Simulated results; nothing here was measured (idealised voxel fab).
Title: Process Module voxel quadruple lines
The width of the displayed cross-section, cut, is 280 nm; its cells are square, with a size of 5 nm.
Each cross-section below is a grid of square cells, stated as bands in top-down order, with one or more rows of cells making up each band. The band entry comprises the height of the band's top followed by the height of its bottom, expressed in nm, and subsequently the band's materials from left to right, each stated together with its width in nm. Where a single material is marked with the word "throughout", that material fills the band from edge to edge. The word "blank" represents empty space. It should be noted that heights are counted from 0, beneath which the wafer as supplied is of one material throughout, and that the lowest band possesses no lower boundary but continues downward, as written in "top 0, no bottom". So if you see something like "30 to 40" for the width, read it as the top row of the band sitting at the first number and the bottom row at the second, with every row in between moving by the same amount as the last. It should be understood that the words "identical to before", when stated for a given step, signify that the cross-section underwent no change in any of its cells during that step. Heads up: "Voids lacking openings" only lists the empty pockets with no open path to the top that are 8 cells or more, and it writes them as width x height at distance, distance from the left edge, in nm. The remark found on a step's line after its settings is issued by the simulator itself and pertains to that step. overlay nm: for a step with a mask, the amount by which the mask lay right of where it was planned; a negative amount means left of it.
-- Here's what the planned process steps look like
1) op RECEIVE | material Si
2) op CONFORMAL_DEP | material SiO2 | thk nm 5
3) op DIRECTIONAL_DEP | material W | thk nm 15
4) op DIRECTIONAL_DEP | material polySi | thk nm 20
5) op DIRECTIONAL_DEP | material aC | thk nm 20
6) op PATTERN | tone cover | mask id MANDREL | material resist | width nm 25 | thk nm 30 | overlay nm 0
7) op DIRECTIONAL_ETCH | etch materials aC | depth nm 20
8) op STRIP | etch materials resist
9) op CONFORMAL_DEP | material SiO2 | thk nm 15
10) op DIRECTIONAL_ETCH | etch materials SiO2 | depth nm 15
11) op STRIP | etch materials aC
12) op DIRECTIONAL_ETCH | etch materials polySi | depth nm 10
13) op STRIP | etch materials SiO2
14) op CONFORMAL_DEP | material SiCN | thk nm 5
15) op DIRECTIONAL_ETCH | etch materials SiCN | depth nm 5
16) op STRIP | etch materials polySi
17) op DIRECTIONAL_ETCH | etch materials W | depth nm 15
18) op STRIP | etch materials SiCN
Don't read the plan's depth nm for step 12 as applying to every wafer: that's the first wafer's value, and the wafers differ in it, though they all start identical.
-- Cut through the first of several wafers as received, post step 1
* top 0, no bottom  Si throughout
* Voids lacking openings: none
-- Heads up, this table goes wafer by wafer. A row tells you, at the end of the module, how many cells of each material that wafer has put on (+) or dropped (-) since it was received, and then its closed voids
depth nm 10 | +56 SiO2 | Voids lacking openings: none
depth nm 15 | +56 SiO2 | Voids lacking openings: none
depth nm 20 | +56 SiO2 | +12 W | Voids lacking openings: none
depth nm 25 | +56 SiO2 | +12 W | Voids lacking openings: none
depth nm 30 | +56 SiO2 | +12 W | Voids lacking openings: none
depth nm 35 | +56 SiO2 | +12 W | Voids lacking openings: none
